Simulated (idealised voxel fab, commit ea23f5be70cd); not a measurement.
process module | voxel capacitor over wiring
cross-section cut | 205 nm wide | cells 5 nm
A cross-section is a grid of square cells, given in bands from the top down. A band is one or more rows of cells.
Each band's line starts with the height of the band's top and of its bottom, in nm. Then come its materials from left to right, each with its width in nm. One material with "throughout" fills the band from edge to edge. "air" is empty space.
Height 0 is the level under which the wafer as received is all one material. The lowest band goes on downwards, as in "0 down".
A width such as "30 to 40" changes by the same amount from each row of cells to the next, from the band's top row to its bottom row.
"no change" after a step means that no cell of the cross-section changed.
closed voids: empty space of 8 cells or more with no open way to the top, each as width x height at its distance from the left edge, in nm
after a step's settings: what the simulator itself notes on the step
overlay nm, on a step with a mask: how far to the right of its planned place the mask lay; to the left if negative
plan
1 op RECEIVE | material Si
2 op CONFORMAL_DEP | material SiO2 | thk nm 15
3 op CONFORMAL_DEP | material SiCN | thk nm 5
4 op DIRECTIONAL_DEP | material lowk | thk nm 25
5 op PATTERN | tone open | mask id METAL_1 | material resist | width nm 30 | pitch nm 80 | thk nm 15 | overlay nm 0
6 op DIRECTIONAL_ETCH | etch materials lowk | depth nm 25
7 op DIRECTIONAL_ETCH | etch materials SiCN | depth nm 5
8 op STRIP | etch materials resist
9 op CONFORMAL_DEP | material TiN | thk nm 5
10 op FILL_DEP | material Cu | thk nm 10
11 op CMP | height nm 45
12 op CONFORMAL_DEP | material SiCN | thk nm 5
13 op DIRECTIONAL_DEP | material SiO2 | thk nm 15
14 op MASKED_ETCH | tone open | mask id PLUG_1 | width nm 15 | etch materials SiO2 | depth nm 15 | overlay nm 0
15 op MASKED_ETCH | tone open | mask id PLUG_1 | width nm 15 | etch materials SiCN | depth nm 5 | overlay nm 0
16 op EPI | material Ru | thk nm 10
17 op EPI | material Ru | thk nm 10
18 op DIRECTIONAL_DEP | material TiN | thk nm 5
19 op DIRECTIONAL_DEP | material SiN | thk nm 5
20 op DIRECTIONAL_DEP | material TiN | thk nm 10
21 op DIRECTIONAL_DEP | material aC | thk nm 10
22 op PATTERN | tone cover | mask id UPPER_PLATE | material resist | width nm 55 | thk nm 25 | overlay nm 0
23 op DIRECTIONAL_ETCH | etch materials aC | depth nm 10
24 op STRIP | etch materials resist
25 op DIRECTIONAL_ETCH | etch materials TiN | depth nm 10
26 op DIRECTIONAL_ETCH | etch materials SiN | depth nm 5
27 op STRIP | etch materials aC
28 op PATTERN | tone cover | mask id LOWER_PLATE | material resist | width nm 65 | thk nm 20 | overlay nm -15
29 op DIRECTIONAL_ETCH | etch materials TiN | depth nm 5
30 op STRIP | etch materials resist
31 op FILL_DEP | material SiO2 | thk nm 15
32 op CMP | height nm 95
33 op PATTERN | tone open | mask id PLUG_2 | material resist | width nm 15 | thk nm 15 | overlay nm 0
34 op DIRECTIONAL_ETCH | etch materials SiO2 | depth nm 10
35 op STRIP | etch materials resist
36 op CONFORMAL_DEP | material TiN | thk nm 5
37 op FILL_DEP | material Cu | thk nm 5
38 op CMP | height nm 95
39 op CONFORMAL_DEP | material SiN | thk nm 5
varied across the wafers: overlay nm of step 28. The plan shows the first wafer's value. All wafers start alike
first wafer as received, after step 1
  0 down: Si throughout
  closed voids: none
each wafer at the end: cells of each material gained (+) or lost (-) since it was received, then its closed voids
overlay nm -15 | +41 Cu | +12 Ru | +67 SiCN | +52 SiN | +431 SiO2 | +72 TiN | +145 lowk | closed voids: none
overlay nm -10 | +41 Cu | +12 Ru | +67 SiCN | +52 SiN | +431 SiO2 | +72 TiN | +145 lowk | closed voids: none
overlay nm -5 | +41 Cu | +12 Ru | +67 SiCN | +52 SiN | +431 SiO2 | +72 TiN | +145 lowk | closed voids: none
overlay nm 0 | +41 Cu | +12 Ru | +67 SiCN | +52 SiN | +431 SiO2 | +72 TiN | +145 lowk | closed voids: none
overlay nm 5 | +41 Cu | +12 Ru | +67 SiCN | +52 SiN | +431 SiO2 | +72 TiN | +145 lowk | closed voids: none
overlay nm 10 | +41 Cu | +12 Ru | +67 SiCN | +52 SiN | +431 SiO2 | +72 TiN | +145 lowk | closed voids: none
overlay nm 15 | +41 Cu | +12 Ru | +67 SiCN | +52 SiN | +431 SiO2 | +72 TiN | +145 lowk | closed voids: none
